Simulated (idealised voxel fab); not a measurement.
Presented below is a process module, voxel ribs on slabs.
Shown is cross-section cut, with a width of 280 nm and square cells of size 5 nm.
If you're reading a cross-section in this doc, picture square cells in a grid; it comes to you as bands, top ones listed first down to the bottom, and a band can be one or more rows of cells. Per band: top height and bottom height in nm, followed by the left-to-right materials and their widths in nm; "edge to edge" marks a single material spanning edge to edge, "empty" marks empty space. For the purposes of this specification, 0 denotes the height below which the wafer in its as-received condition is composed wholly of one material, and the lowermost band, lacking a lower limit, extends downward without end, as expressed in "0 nm and below". The width entry "30..40" should be interpreted row by row: the top row of cells in the band takes the first number, the bottom row takes the second number, and the change between adjacent rows is uniform throughout. Basically "remained the same" means that step didn't change any cell in the cross-section. "Encapsulated voids" means: voids of 8 cells or more that are shut off from the top with no open way through. Written width x height at distance, distance from the left edge, in nm. Step line, after settings: the simulator's comment on this step. A step line may carry the setting "overlay nm", which, for steps involving a mask, states the distance by which the mask lay to the right of its intended position; negative values denote displacement to the left.
PROCESS STEPS FORESEEN IN THE PLAN
1. RECEIVE | material Si
2. DIRECTIONAL_DEP | material SiO2 | thk nm 25
3. DIRECTIONAL_DEP | material polySi | thk nm 15
4. DIRECTIONAL_DEP | material aC | thk nm 10
5. PATTERN | tone cover | mask id RIB | material resist | width nm 15 | thk nm 30 | overlay nm 0
6. DIRECTIONAL_ETCH | etch materials aC | depth nm 10
7. STRIP | etch materials resist
8. DIRECTIONAL_ETCH | etch materials polySi | depth nm 10
9. STRIP | etch materials aC
10. MASKED_ETCH | tone cover | mask id SLAB | width nm 45 | etch materials polySi | depth nm 5 | overlay nm 0
11. FILL_DEP | material SiO2 | thk nm 15
12. CMP | height nm 50
13. DIRECTIONAL_DEP | material TiN | thk nm 5
14. MASKED_ETCH | tone cover | mask id HEATER | width nm 25 | etch materials TiN | depth nm 5 | overlay nm -15
15. CONFORMAL_DEP | material SiO2 | thk nm 10
The overlay nm used in step 14 is not the same on every wafer, whereas the starting condition is; the value printed in the plan is the first wafer's.
CROSS-SECTION OF THE FIRST OF SEVERAL WAFERS AS RECEIVED (AFTER STEP 1)
    0 nm and below | Si edge to edge
    Encapsulated voids: none
CROSS-SECTION AFTER STEP 15, THE FINAL STEP OF THE MODULE, FOR THE FIRST OF SEVERAL WAFERS
    65 nm to 60 nm | 100 empty  45 SiO2  135 empty
    60 nm to 55 nm | SiO2 edge to edge
    55 nm to 50 nm | 110 SiO2  25 TiN  145 SiO2
    50 nm to 40 nm | SiO2 edge to edge
    40 nm to 30 nm | 130 SiO2  15 polySi  135 SiO2
    30 nm to 25 nm | 115 SiO2  45 polySi  120 SiO2
    25 nm to 0 nm | SiO2 edge to edge
    0 nm and below | Si edge to edge
    Encapsulated voids: none
X-SECTION, LAST WAFER, MODULE END
    65 nm to 60 nm | 130 empty  45 SiO2  105 empty
    60 nm to 55 nm | SiO2 edge to edge
    55 nm to 50 nm | 140 SiO2  25 TiN  115 SiO2
    50 nm to 40 nm | SiO2 edge to edge
    40 nm to 30 nm | 130 SiO2  15 polySi  135 SiO2
    30 nm to 25 nm | 115 SiO2  45 polySi  120 SiO2
    25 nm to 0 nm | SiO2 edge to edge
    0 nm and below | Si edge to edge
    Encapsulated voids: none
EACH WAFER AT THE END: CELLS OF EACH MATERIAL GAINED (+) OR LOST (-) SINCE IT WAS RECEIVED, THEN ITS CLOSED VOIDS
overlay nm -15 | +661 SiO2 | +5 TiN | +15 polySi | Encapsulated voids: none
overlay nm -10 | +661 SiO2 | +5 TiN | +15 polySi | Encapsulated voids: none
overlay nm -5 | +661 SiO2 | +5 TiN | +15 polySi | Encapsulated voids: none
overlay nm 0 | +661 SiO2 | +5 TiN | +15 polySi | Encapsulated voids: none
overlay nm 5 | +661 SiO2 | +5 TiN | +15 polySi | Encapsulated voids: none
overlay nm 10 | +661 SiO2 | +5 TiN | +15 polySi | Encapsulated voids: none
overlay nm 15 | +661 SiO2 | +5 TiN | +15 polySi | Encapsulated voids: none
